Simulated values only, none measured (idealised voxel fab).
Documented hereafter: the process module known as voxel ribs on slabs.
Section cut is 190 nm wide and gridded with 5 nm square cells.
For the purposes of this document, a cross-section shall be understood as a grid of square cells, specified as bands listed in top-to-bottom order, each band consisting of one or more rows of cells. It is stipulated that each band's entry specify, in nanometres, the height of the top of the band and then that of its bottom, followed by the materials of the band in left-to-right sequence, each together with its width in nanometres. A single material marked by the word "everywhere" is understood to fill the band from edge to edge; the word "empty" is understood to denote empty space. Heights from 0 (as-received wafer is one material below). Bottom band endless downward, as "z 0 and below". Note: "30 to 40" means the width goes from the first number (top row of the band) to the second number (bottom row) in equal steps per row of cells. Step note "stayed the same" = no cross-section cell changed. "Sealed void inventory": sealed empty spaces, 8 cells or more, no open way to top, listed width x height at distance, with distance from the left edge and width, height and distance in nm. If you see something after the settings on a step's line, that's the simulator's own remark about that step. You can add "overlay nm" to a step's line. For a step with a mask, it describes how far the mask lay to the right of its planned position, and a negative number describes a lay to the left.
### Here's what the planned process steps look like
step 1: RECEIVE (material Si)
step 2: DIRECTIONAL_DEP (material SiO2; thk nm 30)
step 3: DIRECTIONAL_DEP (material SiN; thk nm 25)
step 4: MASKED_ETCH (tone cover; mask id RIB; width nm 20; etch materials SiN; depth nm 20; overlay nm 0)
step 5: PATTERN (tone cover; mask id SLAB; material resist; width nm 60; thk nm 20; overlay nm 0)
step 6: DIRECTIONAL_ETCH (etch materials SiN; depth nm 5)
step 7: STRIP (etch materials resist)
step 8: FILL_DEP (material SiO2; thk nm 15)
step 9: CMP (height nm 65)
step 10: DIRECTIONAL_DEP (material TiN; thk nm 5)
step 11: DIRECTIONAL_DEP (material aC; thk nm 10)
step 12: PATTERN (tone cover; mask id HEATER; material resist; width nm 30; thk nm 25; overlay nm 0)
step 13: DIRECTIONAL_ETCH (etch materials aC; depth nm 10)
step 14: STRIP (etch materials resist)
step 15: DIRECTIONAL_ETCH (etch materials TiN; depth nm 5)
step 16: STRIP (etch materials aC)
step 17: CONFORMAL_DEP (material SiO2; thk nm 5)
### So, the first of our two wafers, run just as we planned it
### The cross-section here shows the wafer as received, i.e. in its state after step 1
	z 0 and below  Si everywhere
	Sealed void inventory: none
### The following cross-section depicts the wafer upon completion of step 2
	z 30 to 0  SiO2 everywhere
	Under 0: no change, same as before.
### The following cross-section depicts the wafer upon completion of step 3
	z 55 to 30  SiN everywhere
	Under 30: no change, same as before.
### The following cross-section depicts the wafer upon completion of step 4
	z 55 to 35  empty: 85  SiN: 20  empty: 85
	Under 35: no change, same as before.
### The following cross-section depicts the wafer upon completion of step 5
	z 75 to 55  empty: 65  resist: 60  empty: 65
	z 55 to 35  empty: 65  resist: 20  SiN: 20  resist: 20  empty: 65
	Under 35: no change, same as before.
### The following cross-section depicts the wafer upon completion of step 6
	z 75 to 55  empty: 65  resist: 60  empty: 65
	z 55 to 35  empty: 65  resist: 20  SiN: 20  resist: 20  empty: 65
	z 35 to 30  empty: 65  SiN: 60  empty: 65
	Under 30: no change, same as before.
### The following cross-section depicts the wafer upon completion of step 7
	z 55 to 35  empty: 85  SiN: 20  empty: 85
	Under 35: no change, same as before.
### The following cross-section depicts the wafer upon completion of step 8
	z 70 to 55  SiO2 everywhere
	z 55 to 35  SiO2: 85  SiN: 20  SiO2: 85
	z 35 to 30  SiO2: 65  SiN: 60  SiO2: 65
	Under 30: no change, same as before.
### The following cross-section depicts the wafer upon completion of step 9
	z 65 to 55  SiO2 everywhere
	Under 55: no change, same as before.
### The following cross-section depicts the wafer upon completion of step 10
	z 70 to 65  TiN everywhere
	Under 65: no change, same as before.
### The following cross-section depicts the wafer upon completion of step 11
	z 80 to 70  aC everywhere
	Under 70: no change, same as before.
### The following cross-section depicts the wafer upon completion of step 12
	z 105 to 80  empty: 80  resist: 30  empty: 80
	Under 80: no change, same as before.
### The following cross-section depicts the wafer upon completion of step 13
	z 95 to 80  empty: 80  resist: 30  empty: 80
	z 80 to 70  empty: 80  aC: 30  empty: 80
	Under 70: no change, same as before.
### The following cross-section depicts the wafer upon completion of step 14
	z 80 to 70  empty: 80  aC: 30  empty: 80
	Under 70: no change, same as before.
### The following cross-section depicts the wafer upon completion of step 15
	z 80 to 70  empty: 80  aC: 30  empty: 80
	z 70 to 65  empty: 80  TiN: 30  empty: 80
	Under 65: no change, same as before.
### The following cross-section depicts the wafer upon completion of step 16
	z 70 to 65  empty: 80  TiN: 30  empty: 80
	Under 65: no change, same as before.
### The following cross-section depicts the wafer upon completion of step 17
	z 75 to 70  empty: 75  SiO2: 40  empty: 75
	z 70 to 65  SiO2: 80  TiN: 30  SiO2: 80
	Under 65: no change, same as before.
### Second wafer, same starting state and plan as the first, one mistake in the run, identical through step 8
### Look at the second wafer in cross-section at the time step 9 ought to have finished
	z 60 to 55  SiO2 everywhere
	Under 55: no change, same as before.
### Look at the second wafer in cross-section at the time step 10 ought to have finished
	z 65 to 60  TiN everywhere
	Under 60: no change, same as before.
### Look at the second wafer in cross-section at the time step 11 ought to have finished
	z 75 to 65  aC everywhere
	Under 65: no change, same as before.
### Look at the second wafer in cross-section at the time step 12 ought to have finished
	z 100 to 75  empty: 80  resist: 30  empty: 80
	Under 75: no change, same as before.
### Look at the second wafer in cross-section at the time step 13 ought to have finished
	z 90 to 75  empty: 80  resist: 30  empty: 80
	z 75 to 65  empty: 80  aC: 30  empty: 80
	Under 65: no change, same as before.
### Look at the second wafer in cross-section at the time step 14 ought to have finished
	z 75 to 65  empty: 80  aC: 30  empty: 80
	Under 65: no change, same as before.
### Look at the second wafer in cross-section at the time step 15 ought to have finished
	z 75 to 65  empty: 80  aC: 30  empty: 80
	z 65 to 60  empty: 80  TiN: 30  empty: 80
	Under 60: no change, same as before.
### Look at the second wafer in cross-section at the time step 16 ought to have finished
	z 65 to 60  empty: 80  TiN: 30  empty: 80
	Under 60: no change, same as before.
### Look at the second wafer in cross-section at the time step 17 ought to have finished
	z 70 to 65  empty: 75  SiO2: 40  empty: 75
	z 65 to 60  SiO2: 80  TiN: 30  SiO2: 80
	Under 60: no change, same as before.
Where did the run depart from the plan? step 9 deviated from plan and actually ran as CMP (height nm 60)
The second wafer ends with more or fewer cells of some materials than the first, per final count: SiO2: 38 fewer
